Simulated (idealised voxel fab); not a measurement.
Title: Process Module voxel self aligned contacts
For reference, the cross-section in this document is cut, with width 210 nm and square cells of 5 nm.
Notation: cross-section as square-cell grid; stated in bands, top first, going down; one or more cell rows per band. Each band's line starts with the height of the band's top and of its bottom, in nm. Then come its materials from left to right, each with its width in nm. One material with "throughout" fills the band from edge to edge. "empty" is empty space. Ref level 0: as-received wafer is one material below here. Bottom band extends down with no lower bound ("0 nm and below"). The notation "30..40" denotes a width that varies across the rows of cells in the band, beginning at the first number in the top row, finishing at the second number in the bottom row, and changing by an identical amount from each row to the next. "all unchanged" for a step: no cell of the cross-section changed in that step. Look at "Sealed void inventory" for the closed voids: empty spaces with no open path to the top, sized 8 cells or up. Each is width x height at distance, distance from the left edge, all nm. Post-settings text on a step line: simulator's own remark regarding the step. overlay nm: where the mask lay relative to plan, measured to the right, on steps with a mask; negatives go left.
Process steps foreseen in the plan:
1: RECEIVE,material Si
2: CONFORMAL_DEP,material SiO2,thk nm 5
3: DIRECTIONAL_DEP,material polySi,thk nm 20
4: DIRECTIONAL_DEP,material SiN,thk nm 25
5: PATTERN,tone cover,mask id GATE,material resist,width nm 25,pitch nm 65,thk nm 20,overlay nm 0
6: DIRECTIONAL_ETCH,etch materials SiN,depth nm 25
7: DIRECTIONAL_ETCH,etch materials polySi,depth nm 20
8: STRIP,etch materials resist
9: CONFORMAL_DEP,material SiN,thk nm 10
10: DIRECTIONAL_ETCH,etch materials SiN,depth nm 10
11: FILL_DEP,material SiO2,thk nm 15
12: CMP,height nm 60
13: PATTERN,tone open,mask id CONTACT,material resist,width nm 50,thk nm 20,overlay nm 0
14: DIRECTIONAL_ETCH,etch materials SiO2,depth nm 60
15: STRIP,etch materials resist
16: CONFORMAL_DEP,material TiN,thk nm 5
17: FILL_DEP,material W,thk nm 10
18: CMP,height nm 60
19: CONFORMAL_DEP,material SiCN,thk nm 5
As received (post step 1): cross-section:
* 0 nm and below | Si throughout
* Sealed void inventory: none
Here's the cross-section of the first of our two wafers at the end of the module - it ran as planned:
* 65 nm to 60 nm | SiCN throughout
* 60 nm to 50 nm | SiO2=80; TiN=5..20; W=40..10; TiN=5..20; SiO2=80
* 50 nm to 25 nm | SiO2=50; SiN=45; TiN=5; W=10; TiN=5; SiN=45; SiO2=50
* 25 nm to 5 nm | SiO2=50; SiN=10; polySi=25; SiN=10; TiN=5; W=10; TiN=5; SiN=10; polySi=25; SiN=10; SiO2=50
* 5 nm to 0 nm | SiO2=95; TiN=20; SiO2=95
* 0 nm and below | Si throughout
* Sealed void inventory: none
Wafer two, sectioned after the module: the first wafer's start, the first wafer's plan, and one mistake in how it was run:
* 65 nm to 60 nm | SiCN throughout
* 60 nm to 55 nm | SiO2=50; SiN=45; TiN=5; W=10; TiN=5; SiN=45; SiO2=50
* 55 nm to 50 nm | SiO2=50; SiN=45; TiN=20; SiN=45; SiO2=50
* 50 nm to 25 nm | SiN throughout
* 25 nm to 5 nm | polySi throughout
* 5 nm to 0 nm | SiO2 throughout
* 0 nm and below | Si throughout
* Sealed void inventory: none
What broke from the plan during processing? twice, step 4 of the plan was run
Final comparison by cell count, materials where the second wafer has more or fewer than the first: SiN: 124 more, SiO2: 200 fewer, TiN: 26 fewer, W: 26 fewer, polySi: 128 more
